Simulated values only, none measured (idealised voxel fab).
Module name: voxel tone inversion (process module)
For reference, the cross-section in this document is cut, with width 250 nm and square cells of 5 nm.
Cross-section = grid of square cells, listed top down in bands; band = one or more rows.
Heights first: top, then bottom, in nm. Then materials, left to right, each with a width in nm. "edge to edge" on a single material: fills the band edge to edge. "air": empty space.
Beneath 0, the wafer as received is one material, and that level is where height counting begins. The lowest band goes on downward without a bottom; it is written like "0 -> down".
With a width like "30->40", each row of cells in the band differs from the next by the same amount, the top row carrying the first number and the bottom row the second.
"nothing got changed", as given for a step, is the statement that not any cell of the cross-section underwent a change during that step.
In "Closed empty spaces" the enclosed voids are listed, meaning empty spaces of 8 cells or larger without any opening to the top. The form is width x height at distance, distance from the left edge, units nm.
On a step's line, text after the settings is the simulator commenting on that step.
Steps that use a mask can have "overlay nm" on their line. It says how far the mask sat to the right of where it was meant to be. Negative means to the left.
**So here's the lineup of process steps we planned**
1) RECEIVE | material Si
2) CONFORMAL_DEP | material SiN | thk nm 10
3) DIRECTIONAL_DEP | material polySi | thk nm 25
4) PATTERN | tone cover | mask id POSTS | material resist | width nm 15 | pitch nm 45 | thk nm 35 | overlay nm 0
5) DIRECTIONAL_ETCH | etch materials polySi | depth nm 25
6) STRIP | etch materials resist
7) FILL_DEP | material SiO2 | thk nm 10
8) CMP | height nm 35
9) STRIP | etch materials polySi
10) CONFORMAL_DEP | material TiN | thk nm 5
11) FILL_DEP | material Ru | thk nm 10
12) CMP | height nm 35
13) CONFORMAL_DEP | material SiN | thk nm 5
**Cross-section of the wafer as it came to us, i.e., already through step 1**
> 0 -> down | Si edge to edge
> Closed empty spaces: none
**The first of two wafers, cross-sectioned at the end of the module, with the run proceeding as planned**
> 40 -> 35 | SiN edge to edge
> 35 -> 15 | SiO2=70 / TiN=5 / Ru=5 / TiN=5 / SiO2=30 / TiN=5 / Ru=5 / TiN=5 / SiO2=30 / TiN=5 / Ru=5 / TiN=5 / SiO2=75
> 15 -> 10 | SiO2=70 / TiN=15 / SiO2=30 / TiN=15 / SiO2=30 / TiN=15 / SiO2=75
> 10 -> 0 | SiN edge to edge
> 0 -> down | Si edge to edge
> Closed empty spaces: none
**End-of-module cross-section of the second wafer: identical starting point and process plan to the first, with one processing mistake**
> 40 -> 35 | SiN edge to edge
> 35 -> 15 | SiO2=65 / TiN=5 / Ru=5 / TiN=5 / SiO2=30 / TiN=5 / Ru=5 / TiN=5 / SiO2=30 / TiN=5 / Ru=5 / TiN=5 / SiO2=80
> 15 -> 10 | SiO2=65 / TiN=15 / SiO2=30 / TiN=15 / SiO2=30 / TiN=15 / SiO2=80
> 10 -> 0 | SiN edge to edge
> 0 -> down | Si edge to edge
> Closed empty spaces: none
Run error: step 4 deviated from plan and actually ran as PATTERN | tone cover | mask id POSTS | material resist | width nm 15 | pitch nm 45 | thk nm 35 | overlay nm -5
Upon completion, the cell count for each material on the second wafer equals that on the first, whereas the spatial distribution of those cells differs.
